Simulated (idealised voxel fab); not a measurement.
process module | voxel tone inversion
cross-section cut | 250 nm wide | cells 5 nm
A cross-section is a grid of square cells, given in bands from the top down. A band is one or more rows of cells.
Each band's line starts with the height of the band's top and of its bottom, in nm. Then come its materials from left to right, each with its width in nm. One material with "throughout" fills the band from edge to edge. "air" is empty space.
Height 0 is the level under which the wafer as received is all one material. The lowest band goes on downwards, as in "0 down".
A width such as "30 to 40" changes by the same amount from each row of cells to the next, from the band's top row to its bottom row.
"no change" after a step means that no cell of the cross-section changed.
closed voids: empty space of 8 cells or more with no open way to the top, each as width x height at its distance from the left edge, in nm
after a step's settings: what the simulator itself notes on the step
overlay nm, on a step with a mask: how far to the right of its planned place the mask lay; to the left if negative
plan
1 op RECEIVE | material Si
2 op CONFORMAL_DEP | material SiN | thk nm 5
3 op DIRECTIONAL_DEP | material polySi | thk nm 25
4 op PATTERN | tone cover | mask id POSTS | material resist | width nm 20 | pitch nm 35 | thk nm 30 | overlay nm 0
5 op DIRECTIONAL_ETCH | etch materials polySi | depth nm 25
6 op STRIP | etch materials resist
7 op FILL_DEP | material SiO2 | thk nm 5
8 op CMP | height nm 30
9 op STRIP | etch materials polySi
first wafer, as planned
as received, after step 1
  0 down: Si throughout
  closed voids: none
after step 2
  5 to 0: SiN throughout
  below 0: unchanged
after step 3
  30 to 5: polySi throughout
  below 5: unchanged
after step 4
  60 to 30: air 95 | resist 20 | air 15 | resist 20 | air 100
  below 30: unchanged
after step 5
  60 to 30: air 95 | resist 20 | air 15 | resist 20 | air 100
  30 to 5: air 95 | polySi 20 | air 15 | polySi 20 | air 100
  below 5: unchanged
after step 6
  30 to 5: air 95 | polySi 20 | air 15 | polySi 20 | air 100
  below 5: unchanged
after step 7
  35 to 30: SiO2 throughout
  30 to 5: SiO2 95 | polySi 20 | SiO2 15 | polySi 20 | SiO2 100
  below 5: unchanged
after step 8
  30 to 5: SiO2 95 | polySi 20 | SiO2 15 | polySi 20 | SiO2 100
  below 5: unchanged
after step 9
  30 to 5: SiO2 95 | air 20 | SiO2 15 | air 20 | SiO2 100
  below 5: unchanged
second wafer: like start, like plan, one mistake. Through step 2 it matches the first wafer
when step 3 should have ended
  30 to 5: SiO2 throughout
  below 5: unchanged
when step 4 should have ended
  60 to 30: air 95 | resist 20 | air 15 | resist 20 | air 100
  below 30: unchanged
when step 5 should have ended: no change
when step 6 should have ended
  30 to 5: SiO2 throughout
  below 5: unchanged
when step 7 should have ended
  35 to 5: SiO2 throughout
  below 5: unchanged
when step 8 should have ended
  30 to 5: SiO2 throughout
  below 5: unchanged
when step 9 should have ended: no change
what went wrong: step 3 ran as: op DIRECTIONAL_DEP | material SiO2 | thk nm 25
at the end the second wafer has, in cells: 40 more of SiO2
